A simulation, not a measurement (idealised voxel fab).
You're looking at the process module voxel wiring stack.
Cross-sectional view cut (width: 300 nm; square cell size: 5 nm).
We lay out every cross-section as a grid of square cells and spell it out in bands from the top down, where one band means one or more rows of cells. Top, bottom (nm), then materials left to right with widths (nm); lone material tagged "all across" fills the whole band edge to edge; "empty" = empty space. Counting heights begins at 0, where everything beneath is, in the wafer as received, one material. The lowest band has no bottom; it goes on downwards, as "z 0 and below" shows. Think of "30..40" as a width that walks from the first number to the second as you go down the band, top row to bottom row, taking equal-sized steps from row to row. For the purposes of this document, the phrase "no alterations made" attached to a step denotes that no cell within the cross-section was modified by that step. "Cavities, sealed" enumerates empty spaces isolated from the top, with no open way to it, that contain at least 8 cells, giving each as width x height at distance from the left edge, all three in nm. Where a step's line continues beyond its settings, the continuation is a remark by the simulator itself on that step. overlay nm: right-of-plan distance of the mask on a masked step; negative values mean left-of-plan.

THESE ARE THE STEPS WE PLANNED FOR THE PROCESS
1. op RECEIVE | material Si
2. op CONFORMAL_DEP | material SiO2 | thk nm 15
3. op CONFORMAL_DEP | material SiN | thk nm 5
4. op DIRECTIONAL_DEP | material lowk | thk nm 25
5. op DIRECTIONAL_DEP | material aC | thk nm 10
6. op PATTERN | tone open | mask id METAL_1 | material resist | width nm 30 | pitch nm 55 | thk nm 30 | overlay nm 0
7. op DIRECTIONAL_ETCH | etch materials aC | depth nm 10
8. op STRIP | etch materials resist
9. op DIRECTIONAL_ETCH | etch materials lowk | depth nm 25
10. op DIRECTIONAL_ETCH | etch materials SiN | depth nm 5
11. op STRIP | etch materials aC
12. op CONFORMAL_DEP | material TiN | thk nm 5
13. op FILL_DEP | material Cu | thk nm 5
14. op CMP | height nm 45
15. op CONFORMAL_DEP | material SiCN | thk nm 5
16. op DIRECTIONAL_DEP | material lowk | thk nm 15
17. op MASKED_ETCH | tone open | mask id PLUG_1 | width nm 15 | pitch nm 55 | etch materials lowk | depth nm 15 | overlay nm 0
18. op MASKED_ETCH | tone open | mask id PLUG_1 | width nm 15 | pitch nm 55 | etch materials SiCN | depth nm 5 | overlay nm 0
19. op EPI | material Ru | thk nm 10
20. op EPI | material Ru | thk nm 10
21. op DIRECTIONAL_DEP | material TiN | thk nm 5
22. op DIRECTIONAL_DEP | material Ru | thk nm 15
23. op DIRECTIONAL_DEP | material aC | thk nm 15
24. op PATTERN | tone cover | mask id METAL_2 | material resist | width nm 30 | pitch nm 55 | thk nm 35 | overlay nm 0
25. op DIRECTIONAL_ETCH | etch materials aC | depth nm 15
26. op STRIP | etch materials resist
27. op DIRECTIONAL_ETCH | etch materials Ru | depth nm 15
28. op DIRECTIONAL_ETCH | etch materials TiN | depth nm 5
29. op STRIP | etch materials aC
30. op CONFORMAL_DEP | material SiCN | thk nm 5
31. op FILL_DEP | material SiO2 | thk nm 5
32. op CMP | height nm 85
33. op CONFORMAL_DEP | material SiCN | thk nm 5
34. op DIRECTIONAL_DEP | material SiO2 | thk nm 20
35. op PATTERN | tone open | mask id PLUG_2 | material resist | width nm 15 | pitch nm 55 | thk nm 15 | overlay nm 0
36. op DIRECTIONAL_ETCH | etch materials SiO2 | depth nm 20
37. op DIRECTIONAL_ETCH | etch materials SiCN | depth nm 5
38. op STRIP | etch materials resist
39. op CONFORMAL_DEP | material TiN | thk nm 5
40. op FILL_DEP | material Ru | thk nm 10
41. op CMP | height nm 110
42. op CONFORMAL_DEP | material SiCN | thk nm 5
43. op DIRECTIONAL_DEP | material lowk | thk nm 20
44. op PATTERN | tone open | mask id METAL_3 | material resist | width nm 30 | pitch nm 55 | thk nm 15 | overlay nm 0
45. op DIRECTIONAL_ETCH | etch materials lowk | depth nm 20
46. op DIRECTIONAL_ETCH | etch materials SiCN | depth nm 5
47. op STRIP | etch materials resist
48. op CONFORMAL_DEP | material TiN | thk nm 5
49. op FILL_DEP | material Ru | thk nm 5
50. op CMP | height nm 135
51. op CONFORMAL_DEP | material SiCN | thk nm 5
52. op DIRECTIONAL_DEP | material SiO2 | thk nm 20
53. op DIRECTIONAL_DEP | material aC | thk nm 10
54. op PATTERN | tone open | mask id PLUG_3 | material resist | width nm 15 | pitch nm 55 | thk nm 25 | overlay nm 0
55. op DIRECTIONAL_ETCH | etch materials aC | depth nm 10
56. op STRIP | etch materials resist
57. op DIRECTIONAL_ETCH | etch materials SiO2 | depth nm 20
58. op DIRECTIONAL_ETCH | etch materials SiCN | depth nm 5
59. op STRIP | etch materials aC
60. op CONFORMAL_DEP | material TiN | thk nm 5
61. op FILL_DEP | material W | thk nm 5
62. op CMP | height nm 160
63. op CONFORMAL_DEP | material SiCN | thk nm 5
64. op DIRECTIONAL_DEP | material SiO2 | thk nm 15
65. op MASKED_ETCH | tone open | mask id METAL_4 | width nm 30 | pitch nm 55 | etch materials SiO2 | depth nm 15 | overlay nm 0
66. op MASKED_ETCH | tone open | mask id METAL_4 | width nm 30 | pitch nm 55 | etch materials SiCN | depth nm 5 | overlay nm 0
67. op CONFORMAL_DEP | material TiN | thk nm 5
68. op FILL_DEP | material Ru | thk nm 5
69. op CMP | height nm 180
70. op EPI | material Ru | thk nm 5
71. op FILL_DEP | material SiCN | thk nm 5

RECEIVED-STATE CROSS-SECTION, REFLECTING COMPLETION OF STEP 1
	z 0 and below | Si all across
	Cavities, sealed: none

FIRST OF TWO WAFERS: CROSS-SECTION AT END OF MODULE, RUN PER PLAN
	z 190 to 185 | SiCN all across
	z 185 to 180 | SiCN (75) / Ru (40) / SiCN (15) / Ru (40) / SiCN (15) / Ru (40) / SiCN (75)
	z 180 to 165 | SiO2 (80) / TiN (5) / Ru (20) / TiN (5) / SiO2 (25) / TiN (5) / Ru (20) / TiN (5) / SiO2 (25) / TiN (5) / Ru (20) / TiN (5) / SiO2 (80)
	z 165 to 160 | SiCN (80) / TiN (30) / SiCN (25) / TiN (30) / SiCN (25) / TiN (30) / SiCN (80)
	z 160 to 140 | SiO2 (80) / TiN (5) / W (5) / TiN (5) / SiO2 (40) / TiN (5) / W (5) / TiN (5) / SiO2 (40) / TiN (5) / W (5) / TiN (5) / SiO2 (95)
	z 140 to 135 | SiCN (80) / TiN (15) / SiCN (40) / TiN (15) / SiCN (40) / TiN (15) / SiCN (95)
	z 135 to 115 | lowk (80) / TiN (5) / Ru (20) / TiN (5) / lowk (25) / TiN (5) / Ru (20) / TiN (5) / lowk (25) / TiN (5) / Ru (20) / TiN (5) / lowk (80)
	z 115 to 110 | SiCN (80) / TiN (30) / SiCN (25) / TiN (30) / SiCN (25) / TiN (30) / SiCN (80)
	z 110 to 90 | SiO2 (80) / TiN (5) / Ru (5) / TiN (5) / SiO2 (40) / TiN (5) / Ru (5) / TiN (5) / SiO2 (40) / TiN (5) / Ru (5) / TiN (5) / SiO2 (95)
	z 90 to 85 | SiCN (80) / TiN (15) / SiCN (40) / TiN (15) / SiCN (40) / TiN (15) / SiCN (95)
	z 85 to 70 | SiO2 (75) / SiCN (5) / Ru (30) / SiCN (5) / SiO2 (15) / SiCN (5) / Ru (30) / SiCN (5) / SiO2 (15) / SiCN (5) / Ru (30) / SiCN (5) / SiO2 (75)
	z 70 to 65 | SiCN (80) / TiN (30) / SiCN (25) / TiN (30) / SiCN (25) / TiN (30) / SiCN (80)
	z 65 to 50 | lowk (80) / Ru (15) / lowk (40) / Ru (15) / lowk (40) / Ru (15) / lowk (95)
	z 50 to 45 | SiCN (80) / Ru (15) / SiCN (40) / Ru (15) / SiCN (40) / Ru (15) / SiCN (95)
	z 45 to 20 | lowk (80) / TiN (5) / Cu (20) / TiN (5) / lowk (25) / TiN (5) / Cu (20) / TiN (5) / lowk (25) / TiN (5) / Cu (20) / TiN (5) / lowk (80)
	z 20 to 15 | SiN (80) / TiN (30) / SiN (25) / TiN (30) / SiN (25) / TiN (30) / SiN (80)
	z 15 to 0 | SiO2 all across
	z 0 and below | Si all across
	Cavities, sealed: none

NOW THE SECOND WAFER, CROSS-SECTIONED AT THE END OF THE MODULE. NOTHING DIFFERENT AT THE START, NOTHING DIFFERENT IN THE PLAN COMPARED WITH THE FIRST, JUST ONE MISTAKE WHEN IT WAS ACTUALLY RUN
	z 190 to 185 | SiCN all across
	z 185 to 180 | SiCN (75) / Ru (40) / SiCN (15) / Ru (40) / SiCN (15) / Ru (40) / SiCN (75)
	z 180 to 165 | SiO2 (80) / TiN (5) / Ru (20) / TiN (5) / SiO2 (25) / TiN (5) / Ru (20) / TiN (5) / SiO2 (25) / TiN (5) / Ru (20) / TiN (5) / SiO2 (80)
	z 165 to 160 | SiCN (80) / TiN (30) / SiCN (25) / TiN (30) / SiCN (25) / TiN (30) / SiCN (80)
	z 160 to 140 | SiO2 (80) / TiN (5) / W (5) / TiN (5) / SiO2 (40) / TiN (5) / W (5) / TiN (5) / SiO2 (40) / TiN (5) / W (5) / TiN (5) / SiO2 (95)
	z 140 to 135 | SiCN (80) / TiN (15) / SiCN (40) / TiN (15) / SiCN (40) / TiN (15) / SiCN (95)
	z 135 to 115 | lowk (80) / TiN (5) / Ru (20) / TiN (5) / lowk (25) / TiN (5) / Ru (20) / TiN (5) / lowk (25) / TiN (5) / Ru (20) / TiN (5) / lowk (80)
	z 115 to 110 | SiCN (80) / TiN (30) / SiCN (25) / TiN (30) / SiCN (25) / TiN (30) / SiCN (80)
	z 110 to 90 | SiO2 (80) / TiN (5) / Ru (5) / TiN (5) / SiO2 (40) / TiN (5) / Ru (5) / TiN (5) / SiO2 (40) / TiN (5) / Ru (5) / TiN (5) / SiO2 (95)
	z 90 to 85 | SiCN (80) / TiN (15) / SiCN (40) / TiN (15) / SiCN (40) / TiN (15) / SiCN (95)
	z 85 to 80 | SiO2 (90) / SiCN (5) / Ru (15) / SiCN (5) / SiO2 (30) / SiCN (5) / Ru (15) / SiCN (5) / SiO2 (30) / SiCN (5) / Ru (15) / SiCN (5) / SiO2 (75)
	z 80 to 75 | SiCN (95) / TiN (15) / SiCN (40) / TiN (15) / SiCN (40) / TiN (15) / SiCN (80)
	z 75 to 60 | lowk (80) / Ru (15) / lowk (40) / Ru (15) / lowk (40) / Ru (15) / lowk (95)
	z 60 to 55 | SiCN (80) / TiN (15) / SiCN (40) / TiN (15) / SiCN (40) / TiN (15) / SiCN (95)
	z 55 to 45 | SiCN all across
	z 45 to 20 | lowk (80) / TiN (5) / Cu (20) / TiN (5) / lowk (25) / TiN (5) / Cu (20) / TiN (5) / lowk (25) / TiN (5) / Cu (20) / TiN (5) / lowk (80)
	z 20 to 15 | SiN (80) / TiN (30) / SiN (25) / TiN (30) / SiN (25) / TiN (30) / SiN (80)
	z 15 to 0 | SiO2 all across
	z 0 and below | Si all across
	Cavities, sealed: none
Where did the run depart from the plan? step 15, actual vs plan mismatch, actual run op CONFORMAL_DEP | material SiCN | thk nm 15
Wafer comparison, final, in cells, second relative to first, materials more or fewer: -54 Ru, +117 SiCN, -63 SiO2
